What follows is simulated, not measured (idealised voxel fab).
The name of this process module is voxel tone inversion.
Displayed cross-section: cut, width of 205 nm, square cells sized 5 nm.
If you're reading a cross-section in this doc, picture square cells in a grid; it comes to you as bands, top ones listed first down to the bottom, and a band can be one or more rows of cells.
Look at the band entry: it leads with the top's height and the bottom's height in nm. Then it lists the materials left to right, with a width in nm for each. The word "throughout" on a single material says that material fills the band edge to edge. The word "air" is empty space.
All heights in this document are referenced to 0, defined as the level beneath which the wafer, as received, consists entirely of one material. The lowest band is not bounded below; it extends indefinitely downward and is written in the form "0 down".
The two numbers in a width such as "30 to 40" mark its ends across the band: the first belongs to the top row of cells, the second to the bottom row, and from each row to the next the width moves by the same amount.
A step reported as "no modifications" is a step in which no cell of the cross-section changed.
The list in "Sealed cavities" covers empty spaces of 8 cells or more that cannot reach the top through any open way, and it gives each as width x height at distance; the distance is from the left edge, and width, height and distance are in nm.
It should be noted that, on the line of a given step, the content following the step's settings is a remark produced by the simulator itself with respect to that step.
overlay nm: how far to the right of its planned place the mask lay on this masked step (negative: to the left).

### List of planned process steps
- 1: RECEIVE,material Si
- 2: CONFORMAL_DEP,material SiCN,thk nm 10
- 3: DIRECTIONAL_DEP,material aC,thk nm 15
- 4: PATTERN,tone cover,mask id POSTS,material resist,width nm 25,pitch nm 45,thk nm 20,overlay nm 0
- 5: DIRECTIONAL_ETCH,etch materials aC,depth nm 15
- 6: STRIP,etch materials resist
- 7: FILL_DEP,material SiO2,thk nm 10
- 8: CMP,height nm 25
- 9: STRIP,etch materials aC

### The first of a set of two wafers, run to plan

### Step 1 complete: cross-section of the wafer as received
0 down  Si throughout
Sealed cavities: none

### The following cross-section depicts the wafer upon completion of step 2
10 to 0  SiCN throughout
below 0: unchanged

### The following cross-section depicts the wafer upon completion of step 3
25 to 10  aC throughout
below 10: unchanged

### The following cross-section depicts the wafer upon completion of step 4
45 to 25  air (20) | resist (25) | air (20) | resist (25) | air (20) | resist (25) | air (20) | resist (25) | air (25)
below 25: unchanged

### The following cross-section depicts the wafer upon completion of step 5
30 to 25  air (20) | resist (25) | air (20) | resist (25) | air (20) | resist (25) | air (20) | resist (25) | air (25)
25 to 10  air (20) | aC (25) | air (20) | aC (25) | air (20) | aC (25) | air (20) | aC (25) | air (25)
below 10: unchanged

### The following cross-section depicts the wafer upon completion of step 6
25 to 10  air (20) | aC (25) | air (20) | aC (25) | air (20) | aC (25) | air (20) | aC (25) | air (25)
below 10: unchanged

### The following cross-section depicts the wafer upon completion of step 7
35 to 25  SiO2 throughout
25 to 10  SiO2 (20) | aC (25) | SiO2 (20) | aC (25) | SiO2 (20) | aC (25) | SiO2 (20) | aC (25) | SiO2 (25)
below 10: unchanged

### The following cross-section depicts the wafer upon completion of step 8
25 to 10  SiO2 (20) | aC (25) | SiO2 (20) | aC (25) | SiO2 (20) | aC (25) | SiO2 (20) | aC (25) | SiO2 (25)
below 10: unchanged

### The following cross-section depicts the wafer upon completion of step 9
25 to 10  SiO2 (20) | air (25) | SiO2 (20) | air (25) | SiO2 (20) | air (25) | SiO2 (20) | air (25) | SiO2 (25)
below 10: unchanged

### The Second Wafer: Common Origin and Plan, One Mistake in Execution, Identical to the First Through Step 1

### Cross-section of the second wafer at the time by which step 2 should have been completed according to the plan
15 to 0  aC throughout
below 0: unchanged

### Cross-section of the second wafer at the time by which step 3 should have been completed according to the plan
25 to 15  SiCN throughout
below 15: unchanged

### Cross-section of the second wafer at the time by which step 4 should have been completed according to the plan
45 to 25  air (20) | resist (25) | air (20) | resist (25) | air (20) | resist (25) | air (20) | resist (25) | air (25)
below 25: unchanged

### Cross-section of the second wafer at the time by which step 5 should have been completed according to the plan
30 to 25  air (20) | resist (25) | air (20) | resist (25) | air (20) | resist (25) | air (20) | resist (25) | air (25)
below 25: unchanged

### Cross-section of the second wafer at the time by which step 6 should have been completed according to the plan
25 to 15  SiCN throughout
below 15: unchanged

### Cross-section of the second wafer at the time by which step 7 should have been completed according to the plan
35 to 25  SiO2 throughout
below 25: unchanged

### Cross-section of the second wafer at the time by which step 8 should have been completed according to the plan
25 to 15  SiCN throughout
below 15: unchanged

Cross-section of the second wafer at the time by which step 9 should have been completed according to the plan: no modifications
What was the processing mistake? a sequencing error occurred in which plan steps 2 and 3 were transposed
Counted in cells at the end, the second wafer holds more or fewer of these materials than the first: 63 fewer of SiO2; 123 more of aC
